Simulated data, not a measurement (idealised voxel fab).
Process module in this document: voxel quadruple lines
The cross-section shown here is cut; it is 280 nm wide and divided into square cells measuring 5 nm on a side.
This document writes a cross-section as a grid whose cells are square, and gives it as bands, listed from the top down; one or more rows of cells form a band.
Read a band's entry like this: the first values are the height of its top and the height of its bottom in nm, and what follows is the sequence of materials from left to right, each with its width in nm. Note that "air" is empty space, and that a single material marked "everywhere" reaches across the band from edge to edge.
Heights are reckoned from 0. Under this level, the received wafer is all of one material. The bottommost band is open-ended downward, for example "0 and below".
Note: "30->40" means the width goes from the first number (top row of the band) to the second number (bottom row) in equal steps per row of cells.
Where the words "no modifications" appear for a step, the cross-section shows no cell changed by that step; every cell remained as before.
Reported under the label "Unvented cavities" are the empty spaces having no open way to the top and comprising 8 cells or more; the notation for each is width x height at distance, in which the distance is measured from the left edge and all three values are in nm.
It should be noted that, on the line of a given step, the content following the step's settings is a remark produced by the simulator itself with respect to that step.
For masked steps, "overlay nm" on the step line gives how far right of plan the mask actually lay; a minus sign means it lay to the left.

-- Process steps foreseen in the plan
1) RECEIVE with material Si
2) CONFORMAL_DEP with material SiO2, thk nm 5
3) DIRECTIONAL_DEP with material W, thk nm 15
4) DIRECTIONAL_DEP with material polySi, thk nm 20
5) DIRECTIONAL_DEP with material aC, thk nm 20
6) PATTERN with tone cover, mask id MANDREL, material resist, width nm 25, thk nm 30, overlay nm 0
7) DIRECTIONAL_ETCH with etch materials aC, depth nm 20
8) STRIP with etch materials resist
9) CONFORMAL_DEP with material SiO2, thk nm 15
10) DIRECTIONAL_ETCH with etch materials SiO2, depth nm 15
11) STRIP with etch materials aC
12) DIRECTIONAL_ETCH with etch materials polySi, depth nm 20
13) STRIP with etch materials SiO2
14) CONFORMAL_DEP with material SiCN, thk nm 5
15) DIRECTIONAL_ETCH with etch materials SiCN, depth nm 5
16) STRIP with etch materials polySi
17) DIRECTIONAL_ETCH with etch materials W, depth nm 15
18) STRIP with etch materials SiCN

-- As received (post step 1): cross-section
* 0 and below = Si everywhere
* Unvented cavities: none

-- Post-module cross-section: identical start and plan to those above, one misstep in execution
* 60 down to 55 = 110 of air / 15 of W / 25 of aC / 15 of W / 115 of air
* 55 down to 40 = 105 of air / 20 of W / 25 of aC / 20 of W / 110 of air
* 40 down to 20 = polySi everywhere
* 20 down to 5 = W everywhere
* 5 down to 0 = SiO2 everywhere
* 0 and below = Si everywhere
* Unvented cavities: none
Finding, execution versus plan: step 9, actual vs plan mismatch, actual run CONFORMAL_DEP with material W, thk nm 15
